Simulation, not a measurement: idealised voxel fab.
Module name: voxel plated lines (process module)
This is section cut - it's 160 nm across, gridded in 5 nm square cells.
Cross-section spec: square-cell grid; bands listed top down; each band is one or more rows.
Per band: top height and bottom height in nm, followed by the left-to-right materials and their widths in nm; "throughout" marks a single material spanning edge to edge, "blank" marks empty space.
Below 0: as-received wafer, all one material; heights counted from there. Lowest band: no bottom, goes on down, written "0 down".
Width: "30 to 40" (first number = top row, second number = bottom row, same change from row to row of cells).
Step marked "nothing changed"? Then no cell in the cross-section changed in it.
"Closed internal voids" enumerates empty spaces isolated from the top, with no open way to it, that contain at least 8 cells, giving each as width x height at distance from the left edge, all three in nm.
Formally, on a step line, whatever follows the settings is a remark that the simulator itself makes on the step.
When a step includes a mask, the "overlay nm" setting on its line states how far to the right of its planned place that mask lay, and negative values state how far to the left.
[Process steps (planned)]
1 RECEIVE with material Si
2 CONFORMAL_DEP with material SiO2, thk nm 5
3 DIRECTIONAL_DEP with material TiN, thk nm 5
4 PATTERN with tone open, mask id LINES, material resist, width nm 15, pitch nm 30, thk nm 25, overlay nm 0
5 EPI with material Ru, thk nm 5
6 EPI with material Ru, thk nm 5
7 STRIP with etch materials resist
8 DIRECTIONAL_ETCH with etch materials TiN, depth nm 5
9 CONFORMAL_DEP with material SiO2, thk nm 5
[The first wafer of two, processed as planned]
[Cross-section of the wafer at receipt, which is the condition after step 1]
0 down = Si throughout
Closed internal voids: none
[Wafer xsec, post step 2]
5 to 0 = SiO2 throughout
Nothing below the height 0 has changed.
[Wafer xsec, post step 3]
10 to 5 = TiN throughout
Nothing below the height 5 has changed.
[Wafer xsec, post step 4]
35 to 10 = 55 nm resist | 15 nm blank | 15 nm resist | 15 nm blank | 60 nm resist
Nothing below the height 10 has changed.
[Wafer xsec, post step 5]
35 to 15 = 55 nm resist | 15 nm blank | 15 nm resist | 15 nm blank | 60 nm resist
15 to 10 = 55 nm resist | 15 nm Ru | 15 nm resist | 15 nm Ru | 60 nm resist
Nothing below the height 10 has changed.
[Wafer xsec, post step 6]
35 to 20 = 55 nm resist | 15 nm blank | 15 nm resist | 15 nm blank | 60 nm resist
20 to 10 = 55 nm resist | 15 nm Ru | 15 nm resist | 15 nm Ru | 60 nm resist
Nothing below the height 10 has changed.
[Wafer xsec, post step 7]
20 to 10 = 55 nm blank | 15 nm Ru | 15 nm blank | 15 nm Ru | 60 nm blank
Nothing below the height 10 has changed.
[Wafer xsec, post step 8]
20 to 10 = 55 nm blank | 15 nm Ru | 15 nm blank | 15 nm Ru | 60 nm blank
10 to 5 = 55 nm blank | 15 nm TiN | 15 nm blank | 15 nm TiN | 60 nm blank
Nothing below the height 5 has changed.
[Wafer xsec, post step 9]
25 to 20 = 50 nm blank | 25 nm SiO2 | 5 nm blank | 25 nm SiO2 | 55 nm blank
20 to 10 = 50 nm blank | 5 nm SiO2 | 15 nm Ru | 5 nm SiO2 | 5 nm blank | 5 nm SiO2 | 15 nm Ru | 5 nm SiO2 | 55 nm blank
10 to 5 = 55 nm SiO2 | 15 nm TiN | 15 nm SiO2 | 15 nm TiN | 60 nm SiO2
Nothing below the height 5 has changed.
[For the second wafer, take the first wafer's start and plan, then add one mistake made in running it; everything through step 7, that step included, is shared with the first]
[when step 8 should have ended]
20 to 10 = 55 nm blank | 15 nm Ru | 15 nm blank | 15 nm Ru | 60 nm blank
10 to 5 = 55 nm blank | 15 nm TiN | 15 nm blank | 15 nm TiN | 60 nm blank
Nothing below the height 5 has changed.
[when step 9 should have ended]
25 to 20 = 50 nm blank | 25 nm SiO2 | 5 nm blank | 25 nm SiO2 | 55 nm blank
20 to 10 = 50 nm blank | 5 nm SiO2 | 15 nm Ru | 5 nm SiO2 | 5 nm blank | 5 nm SiO2 | 15 nm Ru | 5 nm SiO2 | 55 nm blank
10 to 5 = 55 nm SiO2 | 15 nm TiN | 15 nm SiO2 | 15 nm TiN | 60 nm SiO2
Nothing below the height 5 has changed.
What was done differently from what was planned? regarding the plan, step 8 was run twice
The mistake has no effect on what this model computes, because the two wafers end with the same cross-section.
